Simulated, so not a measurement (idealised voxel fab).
process module | voxel trench capacitor
cross-section cut | 205 nm wide | cells 5 nm
A cross-section is a grid of square cells, given in bands from the top down. A band is one or more rows of cells.
Each band's line starts with the height of the band's top and of its bottom, in nm. Then come its materials from left to right, each with its width in nm. One material with "throughout" fills the band from edge to edge. "air" is empty space.
Height 0 is the level under which the wafer as received is all one material. The lowest band goes on downwards, as in "0 down".
A width such as "30 to 40" changes by the same amount from each row of cells to the next, from the band's top row to its bottom row.
"no change" after a step means that no cell of the cross-section changed.
closed voids: empty space of 8 cells or more with no open way to the top, each as width x height at its distance from the left edge, in nm
after a step's settings: what the simulator itself notes on the step
overlay nm, on a step with a mask: how far to the right of its planned place the mask lay; to the left if negative
plan
1 op RECEIVE | material Si
2 op CONFORMAL_DEP | material SiN | thk nm 5
3 op DIRECTIONAL_DEP | material aC | thk nm 10
4 op PATTERN | tone open | mask id TRENCH | material resist | width nm 20 | pitch nm 50 | thk nm 30 | overlay nm 0
5 op DIRECTIONAL_ETCH | etch materials aC | depth nm 5
6 op STRIP | etch materials resist
7 op DIRECTIONAL_ETCH | etch materials SiN | depth nm 5
8 op DIRECTIONAL_ETCH | etch materials Si | depth nm 25
9 op STRIP | etch materials aC
10 op CONFORMAL_DEP | material Al2O3 | thk nm 5
11 op FILL_DEP | material polySi | thk nm 5
12 op CMP | height nm 5
varied across the wafers: depth nm of step 5. The plan shows the first wafer's value. All wafers start alike
first wafer as received, after step 1
  0 down: Si throughout
  closed voids: none
each wafer at the end: cells of each material gained (+) or lost (-) since it was received, then its closed voids
depth nm 5 | +41 SiN | closed voids: none
depth nm 10 | +28 Al2O3 | -40 Si | +33 SiN | +20 polySi | closed voids: none
depth nm 15 | +28 Al2O3 | -40 Si | +33 SiN | +20 polySi | closed voids: none
depth nm 20 | +28 Al2O3 | -40 Si | +33 SiN | +20 polySi | closed voids: none
depth nm 25 | +28 Al2O3 | -40 Si | +33 SiN | +20 polySi | closed voids: none
